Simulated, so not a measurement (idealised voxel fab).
The following process module bears the name voxel wiring stack.
Displayed cross-section: cut, width of 285 nm, square cells sized 5 nm.
The cross-sections in this document take the form of a grid made of square cells. They are written out as bands, in order from top to bottom. Each band consists of one or more rows of cells. Heights first: top, then bottom, in nm. Then materials, left to right, each with a width in nm. "throughout" on a single material: fills the band edge to edge. "empty": empty space. The level at which height equals 0 is the one under which the wafer, as it arrives, is entirely one material. No lower edge exists for the bottom band, which continues downward and is notated as in "from 0 down". It should be noted that a width expressed as "30->40" varies in equal increments from row to row of cells within the band, taking the value of the first number at the top row and that of the second number at the bottom row. Where the words "remained the same" appear for a step, the cross-section shows no cell changed by that step; every cell remained as before. For the entry "Fully sealed cavities", the listed items are empty spaces with no open way to the top whose size is 8 cells or more; each item follows the pattern width x height at distance, where distance is from the left edge and all three are in nm. Note: text after step settings on the step line = simulator remark on that step. "overlay nm" on a masked step: distance the mask lay right of its planned place, negative for left.

[Process steps (planned)]
| 1 | RECEIVE: material Si |
| 2 | CONFORMAL_DEP: material SiO2, thk nm 15 |
| 3 | DIRECTIONAL_DEP: material TiN, thk nm 5 |
| 4 | DIRECTIONAL_DEP: material Ru, thk nm 15 |
| 5 | PATTERN: tone cover, mask id METAL_1, material resist, width nm 25, pitch nm 40, thk nm 20, overlay nm 0 |
| 6 | DIRECTIONAL_ETCH: etch materials Ru, depth nm 15 |
| 7 | DIRECTIONAL_ETCH: etch materials TiN, depth nm 5 |
| 8 | STRIP: etch materials resist |
| 9 | CONFORMAL_DEP: material SiCN, thk nm 5 |
| 10 | FILL_DEP: material SiO2, thk nm 10 |
| 11 | CMP: height nm 35 |
| 12 | CONFORMAL_DEP: material SiCN, thk nm 5 |
| 13 | DIRECTIONAL_DEP: material SiO2, thk nm 25 |
| 14 | PATTERN: tone open, mask id METAL_2_HOLES, material resist, width nm 15, pitch nm 40, thk nm 20, overlay nm 0 |
| 15 | DIRECTIONAL_ETCH: etch materials SiO2, depth nm 25 |
| 16 | STRIP: etch materials resist |
| 17 | DIRECTIONAL_DEP: material aC, thk nm 10 |
| 18 | PATTERN: tone open, mask id METAL_2, material resist, width nm 25, pitch nm 40, thk nm 25, overlay nm 0 |
| 19 | DIRECTIONAL_ETCH: etch materials aC, depth nm 10 |
| 20 | STRIP: etch materials resist |
| 21 | DIRECTIONAL_ETCH: etch materials SiO2, depth nm 15 |
| 22 | DIRECTIONAL_ETCH: etch materials SiCN, depth nm 5 |
| 23 | STRIP: etch materials aC |
| 24 | CONFORMAL_DEP: material TiN, thk nm 5 |
| 25 | FILL_DEP: material Ru, thk nm 10 |
| 26 | CMP: height nm 65 |
| 27 | CONFORMAL_DEP: material SiN, thk nm 5 |

[Here's what the wafer looked like in cross-section when it arrived - that's after step 1]
from 0 down = Si throughout
Fully sealed cavities: none

[Module complete - cross-section of the first of two wafers, run according to plan]
from 70 to 65 = SiN throughout
from 65 to 55 = SiO2: 90, then TiN: 5, then Ru: 15, then TiN: 5, then SiO2: 15, then TiN: 5, then Ru: 15, then TiN: 5, then SiO2: 15, then TiN: 5, then Ru: 15, then TiN: 5, then SiO2: 90
from 55 to 50 = SiO2: 90, then TiN: 5, then Ru: 5, then TiN: 15, then SiO2: 15, then TiN: 5, then Ru: 5, then TiN: 15, then SiO2: 15, then TiN: 5, then Ru: 5, then TiN: 15, then SiO2: 90
from 50 to 40 = SiO2: 90, then TiN: 5, then Ru: 5, then TiN: 5, then SiO2: 25, then TiN: 5, then Ru: 5, then TiN: 5, then SiO2: 25, then TiN: 5, then Ru: 5, then TiN: 5, then SiO2: 100
from 40 to 35 = SiCN: 90, then TiN: 15, then SiCN: 25, then TiN: 15, then SiCN: 25, then TiN: 15, then SiCN: 100
from 35 to 20 = SiO2: 85, then SiCN: 5, then Ru: 25, then SiCN: 5, then SiO2: 5, then SiCN: 5, then Ru: 25, then SiCN: 5, then SiO2: 5, then SiCN: 5, then Ru: 25, then SiCN: 5, then SiO2: 85
from 20 to 15 = SiCN: 90, then TiN: 25, then SiCN: 15, then TiN: 25, then SiCN: 15, then TiN: 25, then SiCN: 90
from 15 to 0 = SiO2 throughout
from 0 down = Si throughout
Fully sealed cavities: none

[Wafer two, sectioned after the module: the first wafer's start, the first wafer's plan, and one mistake in how it was run]
from 65 to 60 = SiN throughout
from 60 to 50 = SiO2: 90, then TiN: 5, then Ru: 15->5, then TiN: 5->15, then SiO2: 15, then TiN: 5, then Ru: 15->5, then TiN: 5->15, then SiO2: 15, then TiN: 5, then Ru: 15->5, then TiN: 5->15, then SiO2: 90
from 50 to 40 = SiO2: 90, then TiN: 5, then Ru: 5, then TiN: 5, then SiO2: 25, then TiN: 5, then Ru: 5, then TiN: 5, then SiO2: 25, then TiN: 5, then Ru: 5, then TiN: 5, then SiO2: 100
from 40 to 35 = SiCN: 90, then TiN: 15, then SiCN: 25, then TiN: 15, then SiCN: 25, then TiN: 15, then SiCN: 100
from 35 to 20 = SiO2: 85, then SiCN: 5, then Ru: 25, then SiCN: 5, then SiO2: 5, then SiCN: 5, then Ru: 25, then SiCN: 5, then SiO2: 5, then SiCN: 5, then Ru: 25, then SiCN: 5, then SiO2: 85
from 20 to 15 = SiCN: 90, then TiN: 25, then SiCN: 15, then TiN: 25, then SiCN: 15, then TiN: 25, then SiCN: 90
from 15 to 0 = SiO2 throughout
from 0 down = Si throughout
Fully sealed cavities: none
Short version of what went wrong: for step 26, the planned setting was not used; the step was instead run as CMP: height nm 60
It is noted that, at the conclusion of processing, the second wafer exhibits a higher or lower cell count for certain materials relative to the first: -9 Ru; -42 SiO2; -6 TiN
